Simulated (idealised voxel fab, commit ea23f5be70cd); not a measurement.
Process module under the name voxel released beams
cross-section cut | 250 nm wide | cells 5 nm
Cross-section spec: square-cell grid; bands listed top down; each band is one or more rows. Heads up on the band format: heights come first, top then bottom, in nm. After that it's the materials left to right, each with its width in nm. A single material flagged "full width" fills the whole band edge to edge, and "blank" means there's empty space there. Height 0 is the level under which the wafer as received is all one material. The lowest band goes on downwards, as in "from 0 down". Read "30..40" as a graded width: first number on top, second number at the bottom, same change between each pair of neighbouring rows. The designation "remained unchanged", where it is given for a processing step, indicates that no cell of the cross-section was altered in the course of that step. The label "Closed void listing" introduces a list of the empty spaces, 8 cells or larger, that have no open way up to the top; each entry in it reads width x height at distance, where the distance is taken from the left edge and all three are stated in nm. On each step's line, the part that comes after the settings is the simulator's own comment on the step. The line of a step may include "overlay nm". On a step with a mask, this value is how far to the right of its planned place the mask lay. A negative value means the mask lay to the left.

Process steps foreseen in the plan:
- 1: RECEIVE: material Si
- 2: CONFORMAL_DEP: material SiN, thk nm 10
- 3: DIRECTIONAL_DEP: material SiO2, thk nm 15
- 4: MASKED_ETCH: tone open, mask id ANCHOR, width nm 35, etch materials SiO2, depth nm 15, overlay nm 0
- 5: CONFORMAL_DEP: material W, thk nm 15
- 6: PATTERN: tone cover, mask id BEAM, material resist, width nm 110, thk nm 15, overlay nm 0
- 7: DIRECTIONAL_ETCH: etch materials W, depth nm 15
- 8: STRIP: etch materials resist
- 9: STRIP: etch materials SiO2

Wafer at receipt (post step 1), cross-section:
    from 0 down | Si full width
    Closed void listing: none

Post-module cross-section: identical start and plan to those above, one misstep in execution:
    from 40 to 35 | 65 of blank  20 of W  5 of blank  85 of W  75 of blank
    from 35 to 25 | 85 of W  5 of blank  160 of W
    from 25 to 10 | 70 of SiO2  35 of W  145 of SiO2
    from 10 to 0 | SiN full width
    from 0 down | Si full width
    Closed void listing: none
Where did the run depart from the plan? it should be noted that step 7 was executed with settings other than those planned, the operation and settings actually applied being DIRECTIONAL_ETCH: etch materials W, depth nm 5
